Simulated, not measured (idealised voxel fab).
process module | voxel capacitor over wiring
For reference, the cross-section in this document is cut, with width 245 nm and square cells of 5 nm.
Just so we're on the same page, the cross-sections are grids of square cells, and they're listed out in bands top to bottom, each band one or more rows deep.
In this notation a band is specified by the heights of its top and bottom, in that order and in nm, after which its materials appear from left to right, each paired with its width in nm. The word "edge to edge" attached to a single material means that material fills the band from edge to edge; the word "blank" stands for empty space.
Height reference: 0 = level under which incoming wafer is all one material. Lowest band: no bottom, runs on downward, e.g. "0 -> down".
The expression "30->40" gives the width at the extremes of the band, the first number at its top row of cells and the second at its bottom row, with the width changing by equal amounts from each row to the next in between.
Given "nothing was modified" for a step, no cell of the cross-section differs between before and after that step.
This entry, "Closed void entries", enumerates those empty regions of no fewer than 8 cells that possess no open connection to the top. Each region is reported in the form width x height at distance, the distance being taken from the left edge, with all three quantities expressed in nm.
Note: text after step settings on the step line = simulator remark on that step.
overlay nm: mask offset rightward from planned place, masked step; negative means leftward offset.
Below is the list of planned process steps
1. RECEIVE with material Si
2. CONFORMAL_DEP with material SiO2, thk nm 15
3. DIRECTIONAL_DEP with material TiN, thk nm 5
4. DIRECTIONAL_DEP with material Ru, thk nm 20
5. PATTERN with tone cover, mask id METAL_1, material resist, width nm 25, pitch nm 75, thk nm 20, overlay nm 0
6. DIRECTIONAL_ETCH with etch materials Ru, depth nm 20
7. DIRECTIONAL_ETCH with etch materials TiN, depth nm 5
8. STRIP with etch materials resist
9. CONFORMAL_DEP with material SiN, thk nm 5
10. FILL_DEP with material lowk, thk nm 10
11. CMP with height nm 40
12. CONFORMAL_DEP with material SiCN, thk nm 5
13. DIRECTIONAL_DEP with material SiO2, thk nm 10
14. PATTERN with tone open, mask id PLUG_1, material resist, width nm 15, thk nm 20, overlay nm 0
15. DIRECTIONAL_ETCH with etch materials SiO2, depth nm 10
16. DIRECTIONAL_ETCH with etch materials SiCN, depth nm 5
17. STRIP with etch materials resist
18. CONFORMAL_DEP with material TiN, thk nm 5
19. FILL_DEP with material Ru, thk nm 5
20. CMP with height nm 55
21. DIRECTIONAL_DEP with material TiN, thk nm 5
22. DIRECTIONAL_DEP with material HfO2, thk nm 5
23. DIRECTIONAL_DEP with material TiN, thk nm 10
24. DIRECTIONAL_DEP with material aC, thk nm 10
25. PATTERN with tone cover, mask id UPPER_PLATE, material resist, width nm 55, thk nm 30, overlay nm 0
26. DIRECTIONAL_ETCH with etch materials aC, depth nm 10
27. STRIP with etch materials resist
28. DIRECTIONAL_ETCH with etch materials TiN, depth nm 10
29. DIRECTIONAL_ETCH with etch materials HfO2, depth nm 5
30. STRIP with etch materials aC
31. DIRECTIONAL_DEP with material aC, thk nm 15
32. PATTERN with tone cover, mask id LOWER_PLATE, material resist, width nm 65, thk nm 30, overlay nm 0
33. DIRECTIONAL_ETCH with etch materials aC, depth nm 15
34. STRIP with etch materials resist
35. DIRECTIONAL_ETCH with etch materials TiN, depth nm 5
36. STRIP with etch materials aC
37. FILL_DEP with material SiO2, thk nm 20
38. CMP with height nm 90
39. DIRECTIONAL_DEP with material aC, thk nm 10
40. PATTERN with tone open, mask id PLUG_2, material resist, width nm 15, thk nm 30, overlay nm 0
41. DIRECTIONAL_ETCH with etch materials aC, depth nm 10
42. STRIP with etch materials resist
43. DIRECTIONAL_ETCH with etch materials SiO2, depth nm 15
44. STRIP with etch materials aC
45. CONFORMAL_DEP with material TiN, thk nm 5
46. FILL_DEP with material Cu, thk nm 10
47. CMP with height nm 90
48. CONFORMAL_DEP with material SiCN, thk nm 5
First wafer of two (run as planned)
Cross-section of the wafer at receipt, which is the condition after step 1
    0 -> down: Si edge to edge
    Closed void entries: none
Presented here is a cross-section of the wafer after step 2 has been performed
    15 -> 0: SiO2 edge to edge
    Under 0: no change, same as before.
Presented here is a cross-section of the wafer after step 3 has been performed
    20 -> 15: TiN edge to edge
    Under 15: no change, same as before.
Presented here is a cross-section of the wafer after step 4 has been performed
    40 -> 20: Ru edge to edge
    Under 20: no change, same as before.
Presented here is a cross-section of the wafer after step 5 has been performed
    60 -> 40: 70 of blank | 25 of resist | 50 of blank | 25 of resist | 75 of blank
    Under 40: no change, same as before.
Presented here is a cross-section of the wafer after step 6 has been performed
    60 -> 40: 70 of blank | 25 of resist | 50 of blank | 25 of resist | 75 of blank
    40 -> 20: 70 of blank | 25 of Ru | 50 of blank | 25 of Ru | 75 of blank
    Under 20: no change, same as before.
Presented here is a cross-section of the wafer after step 7 has been performed
    60 -> 40: 70 of blank | 25 of resist | 50 of blank | 25 of resist | 75 of blank
    40 -> 20: 70 of blank | 25 of Ru | 50 of blank | 25 of Ru | 75 of blank
    20 -> 15: 70 of blank | 25 of TiN | 50 of blank | 25 of TiN | 75 of blank
    Under 15: no change, same as before.
Presented here is a cross-section of the wafer after step 8 has been performed
    40 -> 20: 70 of blank | 25 of Ru | 50 of blank | 25 of Ru | 75 of blank
    Under 20: no change, same as before.
Presented here is a cross-section of the wafer after step 9 has been performed
    45 -> 40: 65 of blank | 35 of SiN | 40 of blank | 35 of SiN | 70 of blank
    40 -> 20: 65 of blank | 5 of SiN | 25 of Ru | 5 of SiN | 40 of blank | 5 of SiN | 25 of Ru | 5 of SiN | 70 of blank
    20 -> 15: 70 of SiN | 25 of TiN | 50 of SiN | 25 of TiN | 75 of SiN
    Under 15: no change, same as before.
Presented here is a cross-section of the wafer after step 10 has been performed
    55 -> 45: lowk edge to edge
    45 -> 40: 65 of lowk | 35 of SiN | 40 of lowk | 35 of SiN | 70 of lowk
    40 -> 20: 65 of lowk | 5 of SiN | 25 of Ru | 5 of SiN | 40 of lowk | 5 of SiN | 25 of Ru | 5 of SiN | 70 of lowk
    Under 20: no change, same as before.
Presented here is a cross-section of the wafer after step 11 has been performed
    40 -> 20: 65 of lowk | 5 of SiN | 25 of Ru | 5 of SiN | 40 of lowk | 5 of SiN | 25 of Ru | 5 of SiN | 70 of lowk
    Under 20: no change, same as before.
Presented here is a cross-section of the wafer after step 12 has been performed
    45 -> 40: SiCN edge to edge
    Under 40: no change, same as before.
Presented here is a cross-section of the wafer after step 13 has been performed
    55 -> 45: SiO2 edge to edge
    Under 45: no change, same as before.
Presented here is a cross-section of the wafer after step 14 has been performed
    75 -> 55: 80 of resist | 15 of blank | 150 of resist
    Under 55: no change, same as before.
Presented here is a cross-section of the wafer after step 15 has been performed
    75 -> 55: 80 of resist | 15 of blank | 150 of resist
    55 -> 45: 80 of SiO2 | 15 of blank | 150 of SiO2
    Under 45: no change, same as before.
Presented here is a cross-section of the wafer after step 16 has been performed
    75 -> 55: 80 of resist | 15 of blank | 150 of resist
    55 -> 45: 80 of SiO2 | 15 of blank | 150 of SiO2
    45 -> 40: 80 of SiCN | 15 of blank | 150 of SiCN
    Under 40: no change, same as before.
Presented here is a cross-section of the wafer after step 17 has been performed
    55 -> 45: 80 of SiO2 | 15 of blank | 150 of SiO2
    Under 45: no change, same as before.
Presented here is a cross-section of the wafer after step 18 has been performed
    60 -> 55: 85 of TiN | 5 of blank | 155 of TiN
    55 -> 45: 80 of SiO2 | 5 of TiN | 5 of blank | 5 of TiN | 150 of SiO2
    45 -> 40: 80 of SiCN | 15 of TiN | 150 of SiCN
    Under 40: no change, same as before.
Presented here is a cross-section of the wafer after step 19 has been performed
    65 -> 60: Ru edge to edge
    60 -> 55: 85 of TiN | 5 of Ru | 155 of TiN
    55 -> 45: 80 of SiO2 | 5 of TiN | 5 of Ru | 5 of TiN | 150 of SiO2
    Under 45: no change, same as before.
Presented here is a cross-section of the wafer after step 20 has been performed
    55 -> 45: 80 of SiO2 | 5 of TiN | 5 of Ru | 5 of TiN | 150 of SiO2
    Under 45: no change, same as before.
Presented here is a cross-section of the wafer after step 21 has been performed
    60 -> 55: TiN edge to edge
    Under 55: no change, same as before.
Presented here is a cross-section of the wafer after step 22 has been performed
    65 -> 60: HfO2 edge to edge
    Under 60: no change, same as before.
Presented here is a cross-section of the wafer after step 23 has been performed
    75 -> 65: TiN edge to edge
    Under 65: no change, same as before.
Presented here is a cross-section of the wafer after step 24 has been performed
    85 -> 75: aC edge to edge
    Under 75: no change, same as before.
Presented here is a cross-section of the wafer after step 25 has been performed
    115 -> 85: 80 of blank | 55 of resist | 110 of blank
    Under 85: no change, same as before.
Presented here is a cross-section of the wafer after step 26 has been performed
    105 -> 85: 80 of blank | 55 of resist | 110 of blank
    85 -> 75: 80 of blank | 55 of aC | 110 of blank
    Under 75: no change, same as before.
Presented here is a cross-section of the wafer after step 27 has been performed
    85 -> 75: 80 of blank | 55 of aC | 110 of blank
    Under 75: no change, same as before.
Presented here is a cross-section of the wafer after step 28 has been performed
    85 -> 75: 80 of blank | 55 of aC | 110 of blank
    75 -> 65: 80 of blank | 55 of TiN | 110 of blank
    Under 65: no change, same as before.
Presented here is a cross-section of the wafer after step 29 has been performed
    85 -> 75: 80 of blank | 55 of aC | 110 of blank
    75 -> 65: 80 of blank | 55 of TiN | 110 of blank
    65 -> 60: 80 of blank | 55 of HfO2 | 110 of blank
    Under 60: no change, same as before.
Presented here is a cross-section of the wafer after step 30 has been performed
    75 -> 65: 80 of blank | 55 of TiN | 110 of blank
    Under 65: no change, same as before.
Presented here is a cross-section of the wafer after step 31 has been performed
    90 -> 75: 80 of blank | 55 of aC | 110 of blank
    75 -> 65: 80 of aC | 55 of TiN | 110 of aC
    65 -> 60: 80 of aC | 55 of HfO2 | 110 of aC
    Under 60: no change, same as before.
Presented here is a cross-section of the wafer after step 32 has been performed
    120 -> 90: 75 of blank | 65 of resist | 105 of blank
    90 -> 75: 75 of blank | 5 of resist | 55 of aC | 5 of resist | 105 of blank
    Under 75: no change, same as before.
Presented here is a cross-section of the wafer after step 33 has been performed
    105 -> 90: 75 of blank | 65 of resist | 105 of blank
    90 -> 75: 75 of blank | 5 of resist | 55 of aC | 5 of resist | 105 of blank
    75 -> 65: 75 of blank | 5 of aC | 55 of TiN | 5 of aC | 105 of blank
    65 -> 60: 75 of blank | 5 of aC | 55 of HfO2 | 5 of aC | 105 of blank
    Under 60: no change, same as before.
Presented here is a cross-section of the wafer after step 34 has been performed
    90 -> 75: 80 of blank | 55 of aC | 110 of blank
    Under 75: no change, same as before.
Presented here is a cross-section of the wafer after step 35 has been performed
    90 -> 75: 80 of blank | 55 of aC | 110 of blank
    75 -> 65: 75 of blank | 5 of aC | 55 of TiN | 5 of aC | 105 of blank
    65 -> 60: 75 of blank | 5 of aC | 55 of HfO2 | 5 of aC | 105 of blank
    60 -> 55: 75 of blank | 65 of TiN | 105 of blank
    Under 55: no change, same as before.
Presented here is a cross-section of the wafer after step 36 has been performed
    75 -> 65: 80 of blank | 55 of TiN | 110 of blank
    65 -> 60: 80 of blank | 55 of HfO2 | 110 of blank
    Under 60: no change, same as before.
Presented here is a cross-section of the wafer after step 37 has been performed
    95 -> 75: SiO2 edge to edge
    75 -> 65: 80 of SiO2 | 55 of TiN | 110 of SiO2
    65 -> 60: 80 of SiO2 | 55 of HfO2 | 110 of SiO2
    60 -> 55: 75 of SiO2 | 65 of TiN | 105 of SiO2
    Under 55: no change, same as before.
Presented here is a cross-section of the wafer after step 38 has been performed
    90 -> 75: SiO2 edge to edge
    Under 75: no change, same as before.
Presented here is a cross-section of the wafer after step 39 has been performed
    100 -> 90: aC edge to edge
    Under 90: no change, same as before.
Presented here is a cross-section of the wafer after step 40 has been performed
    130 -> 100: 90 of resist | 15 of blank | 140 of resist
    Under 100: no change, same as before.
Presented here is a cross-section of the wafer after step 41 has been performed
    120 -> 100: 90 of resist | 15 of blank | 140 of resist
    100 -> 90: 90 of aC | 15 of blank | 140 of aC
    Under 90: no change, same as before.
Presented here is a cross-section of the wafer after step 42 has been performed
    100 -> 90: 90 of aC | 15 of blank | 140 of aC
    Under 90: no change, same as before.
Presented here is a cross-section of the wafer after step 43 has been performed
    100 -> 90: 90 of aC | 15 of blank | 140 of aC
    90 -> 75: 90 of SiO2 | 15 of blank | 140 of SiO2
    Under 75: no change, same as before.
Presented here is a cross-section of the wafer after step 44 has been performed
    90 -> 75: 90 of SiO2 | 15 of blank | 140 of SiO2
    Under 75: no change, same as before.
Presented here is a cross-section of the wafer after step 45 has been performed
    95 -> 90: 95 of TiN | 5 of blank | 145 of TiN
    90 -> 80: 90 of SiO2 | 5 of TiN | 5 of blank | 5 of TiN | 140 of SiO2
    80 -> 75: 90 of SiO2 | 15 of TiN | 140 of SiO2
    Under 75: no change, same as before.
Presented here is a cross-section of the wafer after step 46 has been performed
    105 -> 95: Cu edge to edge
    95 -> 90: 95 of TiN | 5 of Cu | 145 of TiN
    90 -> 80: 90 of SiO2 | 5 of TiN | 5 of Cu | 5 of TiN | 140 of SiO2
    Under 80: no change, same as before.
Presented here is a cross-section of the wafer after step 47 has been performed
    90 -> 80: 90 of SiO2 | 5 of TiN | 5 of Cu | 5 of TiN | 140 of SiO2
    Under 80: no change, same as before.
Presented here is a cross-section of the wafer after step 48 has been performed
    95 -> 90: SiCN edge to edge
    Under 90: no change, same as before.
Companion wafer, the second of two: same beginning, same intended sequence, one mistake in carrying it out; through step 4 inclusive it tracks the first exactly
Cross-sectional view of the second wafer at the intended end time of process step 5
    60 -> 40: 75 of blank | 25 of resist | 50 of blank | 25 of resist | 70 of blank
    Under 40: no change, same as before.
Cross-sectional view of the second wafer at the intended end time of process step 6
    60 -> 40: 75 of blank | 25 of resist | 50 of blank | 25 of resist | 70 of blank
    40 -> 20: 75 of blank | 25 of Ru | 50 of blank | 25 of Ru | 70 of blank
    Under 20: no change, same as before.
Cross-sectional view of the second wafer at the intended end time of process step 7
    60 -> 40: 75 of blank | 25 of resist | 50 of blank | 25 of resist | 70 of blank
    40 -> 20: 75 of blank | 25 of Ru | 50 of blank | 25 of Ru | 70 of blank
    20 -> 15: 75 of blank | 25 of TiN | 50 of blank | 25 of TiN | 70 of blank
    Under 15: no change, same as before.
Cross-sectional view of the second wafer at the intended end time of process step 8
    40 -> 20: 75 of blank | 25 of Ru | 50 of blank | 25 of Ru | 70 of blank
    Under 20: no change, same as before.
Cross-sectional view of the second wafer at the intended end time of process step 9
    45 -> 40: 70 of blank | 35 of SiN | 40 of blank | 35 of SiN | 65 of blank
    40 -> 20: 70 of blank | 5 of SiN | 25 of Ru | 5 of SiN | 40 of blank | 5 of SiN | 25 of Ru | 5 of SiN | 65 of blank
    20 -> 15: 75 of SiN | 25 of TiN | 50 of SiN | 25 of TiN | 70 of SiN
    Under 15: no change, same as before.
Cross-sectional view of the second wafer at the intended end time of process step 10
    55 -> 45: lowk edge to edge
    45 -> 40: 70 of lowk | 35 of SiN | 40 of lowk | 35 of SiN | 65 of lowk
    40 -> 20: 70 of lowk | 5 of SiN | 25 of Ru | 5 of SiN | 40 of lowk | 5 of SiN | 25 of Ru | 5 of SiN | 65 of lowk
    Under 20: no change, same as before.
Cross-sectional view of the second wafer at the intended end time of process step 11
    40 -> 20: 70 of lowk | 5 of SiN | 25 of Ru | 5 of SiN | 40 of lowk | 5 of SiN | 25 of Ru | 5 of SiN | 65 of lowk
    Under 20: no change, same as before.
Cross-sectional view of the second wafer at the intended end time of process step 12
    45 -> 40: SiCN edge to edge
    Under 40: no change, same as before.
Cross-sectional view of the second wafer at the intended end time of process step 13
    55 -> 45: SiO2 edge to edge
    Under 45: no change, same as before.
Cross-sectional view of the second wafer at the intended end time of process step 14
    75 -> 55: 80 of resist | 15 of blank | 150 of resist
    Under 55: no change, same as before.
Cross-sectional view of the second wafer at the intended end time of process step 15
    75 -> 55: 80 of resist | 15 of blank | 150 of resist
    55 -> 45: 80 of SiO2 | 15 of blank | 150 of SiO2
    Under 45: no change, same as before.
Cross-sectional view of the second wafer at the intended end time of process step 16
    75 -> 55: 80 of resist | 15 of blank | 150 of resist
    55 -> 45: 80 of SiO2 | 15 of blank | 150 of SiO2
    45 -> 40: 80 of SiCN | 15 of blank | 150 of SiCN
    Under 40: no change, same as before.
Cross-sectional view of the second wafer at the intended end time of process step 17
    55 -> 45: 80 of SiO2 | 15 of blank | 150 of SiO2
    Under 45: no change, same as before.
Cross-sectional view of the second wafer at the intended end time of process step 18
    60 -> 55: 85 of TiN | 5 of blank | 155 of TiN
    55 -> 45: 80 of SiO2 | 5 of TiN | 5 of blank | 5 of TiN | 150 of SiO2
    45 -> 40: 80 of SiCN | 15 of TiN | 150 of SiCN
    Under 40: no change, same as before.
Cross-sectional view of the second wafer at the intended end time of process step 19
    65 -> 60: Ru edge to edge
    60 -> 55: 85 of TiN | 5 of Ru | 155 of TiN
    55 -> 45: 80 of SiO2 | 5 of TiN | 5 of Ru | 5 of TiN | 150 of SiO2
    Under 45: no change, same as before.
Cross-sectional view of the second wafer at the intended end time of process step 20
    55 -> 45: 80 of SiO2 | 5 of TiN | 5 of Ru | 5 of TiN | 150 of SiO2
    Under 45: no change, same as before.
Cross-sectional view of the second wafer at the intended end time of process step 21
    60 -> 55: TiN edge to edge
    Under 55: no change, same as before.
Cross-sectional view of the second wafer at the intended end time of process step 22
    65 -> 60: HfO2 edge to edge
    Under 60: no change, same as before.
Cross-sectional view of the second wafer at the intended end time of process step 23
    75 -> 65: TiN edge to edge
    Under 65: no change, same as before.
Cross-sectional view of the second wafer at the intended end time of process step 24
    85 -> 75: aC edge to edge
    Under 75: no change, same as before.
Cross-sectional view of the second wafer at the intended end time of process step 25
    115 -> 85: 80 of blank | 55 of resist | 110 of blank
    Under 85: no change, same as before.
Cross-sectional view of the second wafer at the intended end time of process step 26
    105 -> 85: 80 of blank | 55 of resist | 110 of blank
    85 -> 75: 80 of blank | 55 of aC | 110 of blank
    Under 75: no change, same as before.
Cross-sectional view of the second wafer at the intended end time of process step 27
    85 -> 75: 80 of blank | 55 of aC | 110 of blank
    Under 75: no change, same as before.
Cross-sectional view of the second wafer at the intended end time of process step 28
    85 -> 75: 80 of blank | 55 of aC | 110 of blank
    75 -> 65: 80 of blank | 55 of TiN | 110 of blank
    Under 65: no change, same as before.
Cross-sectional view of the second wafer at the intended end time of process step 29
    85 -> 75: 80 of blank | 55 of aC | 110 of blank
    75 -> 65: 80 of blank | 55 of TiN | 110 of blank
    65 -> 60: 80 of blank | 55 of HfO2 | 110 of blank
    Under 60: no change, same as before.
Cross-sectional view of the second wafer at the intended end time of process step 30
    75 -> 65: 80 of blank | 55 of TiN | 110 of blank
    Under 65: no change, same as before.
Cross-sectional view of the second wafer at the intended end time of process step 31
    90 -> 75: 80 of blank | 55 of aC | 110 of blank
    75 -> 65: 80 of aC | 55 of TiN | 110 of aC
    65 -> 60: 80 of aC | 55 of HfO2 | 110 of aC
    Under 60: no change, same as before.
Cross-sectional view of the second wafer at the intended end time of process step 32
    120 -> 90: 75 of blank | 65 of resist | 105 of blank
    90 -> 75: 75 of blank | 5 of resist | 55 of aC | 5 of resist | 105 of blank
    Under 75: no change, same as before.
Cross-sectional view of the second wafer at the intended end time of process step 33
    105 -> 90: 75 of blank | 65 of resist | 105 of blank
    90 -> 75: 75 of blank | 5 of resist | 55 of aC | 5 of resist | 105 of blank
    75 -> 65: 75 of blank | 5 of aC | 55 of TiN | 5 of aC | 105 of blank
    65 -> 60: 75 of blank | 5 of aC | 55 of HfO2 | 5 of aC | 105 of blank
    Under 60: no change, same as before.
Cross-sectional view of the second wafer at the intended end time of process step 34
    90 -> 75: 80 of blank | 55 of aC | 110 of blank
    Under 75: no change, same as before.
Cross-sectional view of the second wafer at the intended end time of process step 35
    90 -> 75: 80 of blank | 55 of aC | 110 of blank
    75 -> 65: 75 of blank | 5 of aC | 55 of TiN | 5 of aC | 105 of blank
    65 -> 60: 75 of blank | 5 of aC | 55 of HfO2 | 5 of aC | 105 of blank
    60 -> 55: 75 of blank | 65 of TiN | 105 of blank
    Under 55: no change, same as before.
Cross-sectional view of the second wafer at the intended end time of process step 36
    75 -> 65: 80 of blank | 55 of TiN | 110 of blank
    65 -> 60: 80 of blank | 55 of HfO2 | 110 of blank
    Under 60: no change, same as before.
Cross-sectional view of the second wafer at the intended end time of process step 37
    95 -> 75: SiO2 edge to edge
    75 -> 65: 80 of SiO2 | 55 of TiN | 110 of SiO2
    65 -> 60: 80 of SiO2 | 55 of HfO2 | 110 of SiO2
    60 -> 55: 75 of SiO2 | 65 of TiN | 105 of SiO2
    Under 55: no change, same as before.
Cross-sectional view of the second wafer at the intended end time of process step 38
    90 -> 75: SiO2 edge to edge
    Under 75: no change, same as before.
Cross-sectional view of the second wafer at the intended end time of process step 39
    100 -> 90: aC edge to edge
    Under 90: no change, same as before.
Cross-sectional view of the second wafer at the intended end time of process step 40
    130 -> 100: 90 of resist | 15 of blank | 140 of resist
    Under 100: no change, same as before.
Cross-sectional view of the second wafer at the intended end time of process step 41
    120 -> 100: 90 of resist | 15 of blank | 140 of resist
    100 -> 90: 90 of aC | 15 of blank | 140 of aC
    Under 90: no change, same as before.
Cross-sectional view of the second wafer at the intended end time of process step 42
    100 -> 90: 90 of aC | 15 of blank | 140 of aC
    Under 90: no change, same as before.
Cross-sectional view of the second wafer at the intended end time of process step 43
    100 -> 90: 90 of aC | 15 of blank | 140 of aC
    90 -> 75: 90 of SiO2 | 15 of blank | 140 of SiO2
    Under 75: no change, same as before.
Cross-sectional view of the second wafer at the intended end time of process step 44
    90 -> 75: 90 of SiO2 | 15 of blank | 140 of SiO2
    Under 75: no change, same as before.
Cross-sectional view of the second wafer at the intended end time of process step 45
    95 -> 90: 95 of TiN | 5 of blank | 145 of TiN
    90 -> 80: 90 of SiO2 | 5 of TiN | 5 of blank | 5 of TiN | 140 of SiO2
    80 -> 75: 90 of SiO2 | 15 of TiN | 140 of SiO2
    Under 75: no change, same as before.
Cross-sectional view of the second wafer at the intended end time of process step 46
    105 -> 95: Cu edge to edge
    95 -> 90: 95 of TiN | 5 of Cu | 145 of TiN
    90 -> 80: 90 of SiO2 | 5 of TiN | 5 of Cu | 5 of TiN | 140 of SiO2
    Under 80: no change, same as before.
Cross-sectional view of the second wafer at the intended end time of process step 47
    90 -> 80: 90 of SiO2 | 5 of TiN | 5 of Cu | 5 of TiN | 140 of SiO2
    Under 80: no change, same as before.
Cross-sectional view of the second wafer at the intended end time of process step 48
    95 -> 90: SiCN edge to edge
    Under 90: no change, same as before.
Against the plan, the run slipped here: step 5 did not happen as planned, as run it was PATTERN with tone cover, mask id METAL_1, material resist, width nm 25, pitch nm 75, thk nm 20, overlay nm 5
The concluding comparison shows that, measured in cells, each material is equally abundant on both wafers, albeit at different positions.
